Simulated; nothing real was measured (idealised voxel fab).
process module | voxel self aligned vias
cross-section cut | 215 nm wide | cells 5 nm
A cross-section is a grid of square cells, given in bands from the top down. A band is one or more rows of cells.
Each band's line starts with the height of the band's top and of its bottom, in nm. Then come its materials from left to right, each with its width in nm. One material with "throughout" fills the band from edge to edge. "air" is empty space.
Height 0 is the level under which the wafer as received is all one material. The lowest band goes on downwards, as in "0 down".
A width such as "30 to 40" changes by the same amount from each row of cells to the next, from the band's top row to its bottom row.
"no change" after a step means that no cell of the cross-section changed.
closed voids: empty space of 8 cells or more with no open way to the top, each as width x height at its distance from the left edge, in nm
after a step's settings: what the simulator itself notes on the step
overlay nm, on a step with a mask: how far to the right of its planned place the mask lay; to the left if negative
plan
1 op RECEIVE | material Si
2 op CONFORMAL_DEP | material SiO2 | thk nm 10
3 op CONFORMAL_DEP | material SiCN | thk nm 5
4 op DIRECTIONAL_DEP | material SiO2 | thk nm 20
5 op MASKED_ETCH | tone open | mask id LINES | width nm 20 | pitch nm 45 | etch materials SiO2 | depth nm 20 | overlay nm 0
6 op CONFORMAL_DEP | material TiN | thk nm 5
7 op FILL_DEP | material Ru | thk nm 10
8 op CMP | height nm 35
9 op SELECTIVE_ETCH | etch materials W Ru TiN | depth nm 5
10 op FILL_DEP | material SiN | thk nm 5
11 op CMP | height nm 35
12 op DIRECTIONAL_DEP | material SiO2 | thk nm 15
13 op DIRECTIONAL_DEP | material aC | thk nm 15
14 op PATTERN | tone open | mask id VIAS | material resist | width nm 30 | thk nm 35 | overlay nm 0
15 op DIRECTIONAL_ETCH | etch materials aC | depth nm 15
16 op STRIP | etch materials resist
17 op DIRECTIONAL_ETCH | etch materials SiO2 | depth nm 15
18 op DIRECTIONAL_ETCH | etch materials SiN | depth nm 5
19 op STRIP | etch materials aC
20 op CONFORMAL_DEP | material TiN | thk nm 5
21 op FILL_DEP | material W | thk nm 10
22 op CMP | height nm 50
23 op CONFORMAL_DEP | material SiN | thk nm 5
as received, after step 1
  0 down: Si throughout
  closed voids: none
a wafer at the end: this start, this plan, one mistake
  55 to 50: SiN throughout
  50 to 35: SiO2 75 | TiN 5 | W 10 | TiN 5 | SiO2 120
  35 to 30: SiO2 75 | TiN 20 | SiO2 25 | SiN 20 | SiO2 75
  30 to 20: SiO2 75 | TiN 5 | Ru 10 | TiN 5 | SiO2 25 | TiN 5 | Ru 10 | TiN 5 | SiO2 75
  20 to 15: SiO2 75 | TiN 20 | SiO2 25 | TiN 20 | SiO2 75
  15 to 10: SiCN throughout
  10 to 0: SiO2 throughout
  0 down: Si throughout
  closed voids: none
what went wrong: step 14 ran as: op PATTERN | tone open | mask id VIAS | material resist | width nm 20 | thk nm 35 | overlay nm 0
